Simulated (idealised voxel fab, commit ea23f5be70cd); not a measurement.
process module | voxel capacitor over wiring
cross-section cut | 215 nm wide | cells 5 nm
A cross-section is a grid of square cells, given in bands from the top down. A band is one or more rows of cells.
Each band's line starts with the height of the band's top and of its bottom, in nm. Then come its materials from left to right, each with its width in nm. One material with "throughout" fills the band from edge to edge. "air" is empty space.
Height 0 is the level under which the wafer as received is all one material. The lowest band goes on downwards, as in "0 down".
A width such as "30 to 40" changes by the same amount from each row of cells to the next, from the band's top row to its bottom row.
"no change" after a step means that no cell of the cross-section changed.
closed voids: empty space of 8 cells or more with no open way to the top, each as width x height at its distance from the left edge, in nm
after a step's settings: what the simulator itself notes on the step
overlay nm, on a step with a mask: how far to the right of its planned place the mask lay; to the left if negative
plan
1 op RECEIVE | material Si
2 op CONFORMAL_DEP | material SiO2 | thk nm 15
3 op DIRECTIONAL_DEP | material TiN | thk nm 5
4 op DIRECTIONAL_DEP | material W | thk nm 20
5 op MASKED_ETCH | tone cover | mask id METAL_1 | width nm 20 | pitch nm 90 | etch materials W | depth nm 20 | overlay nm 0
6 op MASKED_ETCH | tone cover | mask id METAL_1 | width nm 20 | pitch nm 90 | etch materials TiN | depth nm 5 | overlay nm 0
7 op FILL_DEP | material SiO2 | thk nm 10
8 op CMP | height nm 40
9 op CONFORMAL_DEP | material SiCN | thk nm 5
10 op DIRECTIONAL_DEP | material SiO2 | thk nm 15
11 op MASKED_ETCH | tone open | mask id PLUG_1 | width nm 15 | etch materials SiO2 | depth nm 15 | overlay nm 0
12 op MASKED_ETCH | tone open | mask id PLUG_1 | width nm 15 | etch materials SiCN | depth nm 5 | overlay nm 0
13 op CONFORMAL_DEP | material TiN | thk nm 5
14 op FILL_DEP | material Ru | thk nm 5
15 op CMP | height nm 60
16 op DIRECTIONAL_DEP | material TiN | thk nm 5
17 op DIRECTIONAL_DEP | material HfO2 | thk nm 5
18 op DIRECTIONAL_DEP | material TiN | thk nm 5
19 op PATTERN | tone cover | mask id UPPER_PLATE | material resist | width nm 75 | thk nm 20 | overlay nm 0
20 op DIRECTIONAL_ETCH | etch materials TiN | depth nm 5
21 op DIRECTIONAL_ETCH | etch materials HfO2 | depth nm 5
22 op STRIP | etch materials resist
23 op MASKED_ETCH | tone cover | mask id LOWER_PLATE | width nm 85 | etch materials TiN | depth nm 5 | overlay nm 0
24 op FILL_DEP | material SiO2 | thk nm 15
25 op CMP | height nm 85
26 op MASKED_ETCH | tone open | mask id PLUG_2 | width nm 15 | etch materials SiO2 | depth nm 10 | overlay nm 0
27 op CONFORMAL_DEP | material TiN | thk nm 5
28 op FILL_DEP | material W | thk nm 10
29 op CMP | height nm 85
30 op CONFORMAL_DEP | material SiN | thk nm 5
as received, after step 1
  0 down: Si throughout
  closed voids: none
first wafer at the end, as planned
  90 to 85: SiN throughout
  85 to 80: SiO2 65 | TiN 5 | W 5 | TiN 5 | SiO2 135
  80 to 70: SiO2 65 to 55 | TiN 15 to 75 | SiO2 135 to 85
  70 to 65: SiO2 55 | HfO2 75 | SiO2 85
  65 to 60: SiO2 50 | TiN 85 | SiO2 80
  60 to 45: SiO2 55 | TiN 5 | Ru 5 | TiN 5 | SiO2 145
  45 to 40: SiCN 55 | TiN 15 | SiCN 145
  40 to 20: SiO2 50 | W 20 | SiO2 70 | W 20 | SiO2 55
  20 to 15: SiO2 50 | TiN 20 | SiO2 70 | TiN 20 | SiO2 55
  15 to 0: SiO2 throughout
  0 down: Si throughout
  closed voids: none
second wafer at the end: like start, like plan, one mistake
  90 to 85: SiN throughout
  85 to 80: SiO2 65 | TiN 5 | W 5 | TiN 5 | SiO2 135
  80 to 70: SiO2 65 to 60 | TiN 15 to 65 | SiO2 135 to 90
  70 to 65: SiO2 60 | HfO2 65 | SiO2 90
  65 to 60: SiO2 50 | TiN 85 | SiO2 80
  60 to 45: SiO2 55 | TiN 5 | Ru 5 | TiN 5 | SiO2 145
  45 to 40: SiCN 55 | TiN 15 | SiCN 145
  40 to 20: SiO2 50 | W 20 | SiO2 70 | W 20 | SiO2 55
  20 to 15: SiO2 50 | TiN 20 | SiO2 70 | TiN 20 | SiO2 55
  15 to 0: SiO2 throughout
  0 down: Si throughout
  closed voids: none
what went wrong: step 19 ran as: op PATTERN | tone cover | mask id UPPER_PLATE | material resist | width nm 65 | thk nm 20 | overlay nm 0
at the end the second wafer has, in cells: 2 fewer of HfO2 | 4 more of SiO2 | 2 fewer of TiN
